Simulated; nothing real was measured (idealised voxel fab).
You're looking at the process module voxel self aligned vias.
The cross-section on display is named cut; it measures 300 nm wide, and its cells are 5 nm squares.
Just so we're on the same page, the cross-sections are grids of square cells, and they're listed out in bands top to bottom, each band one or more rows deep.
Basically the band line says how high the top is and how high the bottom is, in nm, and then what's in it from left to right, every material with its width in nm. Empty space shows up as "blank", and if a single material carries "throughout" it runs the full band edge to edge.
The level at which height equals 0 is the one under which the wafer, as it arrives, is entirely one material. No lower edge exists for the bottom band, which continues downward and is notated as in "from 0 down".
A width given as "30->40" starts at the first number in the band's top row and ends at the second number in its bottom row, shifting by an equal amount at every step from row to row.
"nothing altered" for a step: no cell of the cross-section changed in that step.
The list in "Catalogued sealed voids" covers empty spaces of 8 cells or more that cannot reach the top through any open way, and it gives each as width x height at distance; the distance is from the left edge, and width, height and distance are in nm.
after a step's settings: what the simulator itself notes on the step
overlay nm: how far to the right of its planned place the mask lay on this masked step (negative: to the left).

-- plan
1: op RECEIVE | material Si
2: op CONFORMAL_DEP | material SiO2 | thk nm 15
3: op CONFORMAL_DEP | material SiCN | thk nm 5
4: op DIRECTIONAL_DEP | material lowk | thk nm 30
5: op MASKED_ETCH | tone open | mask id LINES | width nm 20 | pitch nm 60 | etch materials lowk | depth nm 30 | overlay nm 0
6: op CONFORMAL_DEP | material TiN | thk nm 5
7: op FILL_DEP | material Ru | thk nm 10
8: op CMP | height nm 50
9: op SELECTIVE_ETCH | etch materials W Ru TiN | depth nm 5
10: op FILL_DEP | material SiN | thk nm 10
11: op CMP | height nm 50
12: op DIRECTIONAL_DEP | material lowk | thk nm 20
13: op MASKED_ETCH | tone open | mask id VIAS | width nm 30 | pitch nm 60 | etch materials lowk | depth nm 20 | overlay nm 0
14: op MASKED_ETCH | tone open | mask id VIAS | width nm 30 | pitch nm 60 | etch materials SiN | depth nm 5 | overlay nm 0
15: op CONFORMAL_DEP | material TiN | thk nm 5
16: op FILL_DEP | material Cu | thk nm 10
17: op CMP | height nm 70
18: op CONFORMAL_DEP | material SiN | thk nm 5

-- Cross-section of the wafer upon arrival, representing the state reached after step 1
from 0 down  Si throughout
Catalogued sealed voids: none

-- First wafer of two, sectioned at end of module; run went per plan
from 75 to 70  SiN throughout
from 70 to 55  75 of lowk  5 of TiN  20 of Cu  5 of TiN  30 of lowk  5 of TiN  20 of Cu  5 of TiN  30 of lowk  5 of TiN  20 of Cu  5 of TiN  75 of lowk
from 55 to 50  75 of lowk  10 of TiN  10 of Cu  10 of TiN  30 of lowk  10 of TiN  10 of Cu  10 of TiN  30 of lowk  10 of TiN  10 of Cu  10 of TiN  75 of lowk
from 50 to 45  80 of lowk  20 of TiN  40 of lowk  20 of TiN  40 of lowk  20 of TiN  80 of lowk
from 45 to 25  80 of lowk  5 of TiN  10 of Ru  5 of TiN  40 of lowk  5 of TiN  10 of Ru  5 of TiN  40 of lowk  5 of TiN  10 of Ru  5 of TiN  80 of lowk
from 25 to 20  80 of lowk  20 of TiN  40 of lowk  20 of TiN  40 of lowk  20 of TiN  80 of lowk
from 20 to 15  SiCN throughout
from 15 to 0  SiO2 throughout
from 0 down  Si throughout
Catalogued sealed voids: none

-- What the second wafer looks like in cross-section once the module is done. Its start and its plan matched the first wafer's exactly; what differed was one mistake in how it was run
from 75 to 70  SiN throughout
from 70 to 55  70 of Cu  5 of TiN  30 of lowk  5 of TiN  20 of Cu  5 of TiN  30 of lowk  5 of TiN  20 of Cu  5 of TiN  30 of lowk  5 of TiN  70 of Cu
from 55 to 50  75 of TiN  30 of lowk  30 of TiN  30 of lowk  30 of TiN  30 of lowk  75 of TiN
from 50 to 45  80 of lowk  20 of SiN  40 of lowk  20 of SiN  40 of lowk  20 of SiN  80 of lowk
from 45 to 25  80 of lowk  5 of TiN  10 of Ru  5 of TiN  40 of lowk  5 of TiN  10 of Ru  5 of TiN  40 of lowk  5 of TiN  10 of Ru  5 of TiN  80 of lowk
from 25 to 20  80 of lowk  20 of TiN  40 of lowk  20 of TiN  40 of lowk  20 of TiN  80 of lowk
from 20 to 15  SiCN throughout
from 15 to 0  SiO2 throughout
from 0 down  Si throughout
Catalogued sealed voids: none
Deviation from plan: step 13: run off-plan, actual operation and settings op MASKED_ETCH | tone cover | mask id VIAS | width nm 30 | pitch nm 60 | etch materials lowk | depth nm 20 | overlay nm 0
Final difference in cells, second wafer against first, listed per material as more or fewer: Cu: 66 more, SiN: 12 more, TiN: 18 more, lowk: 96 fewer
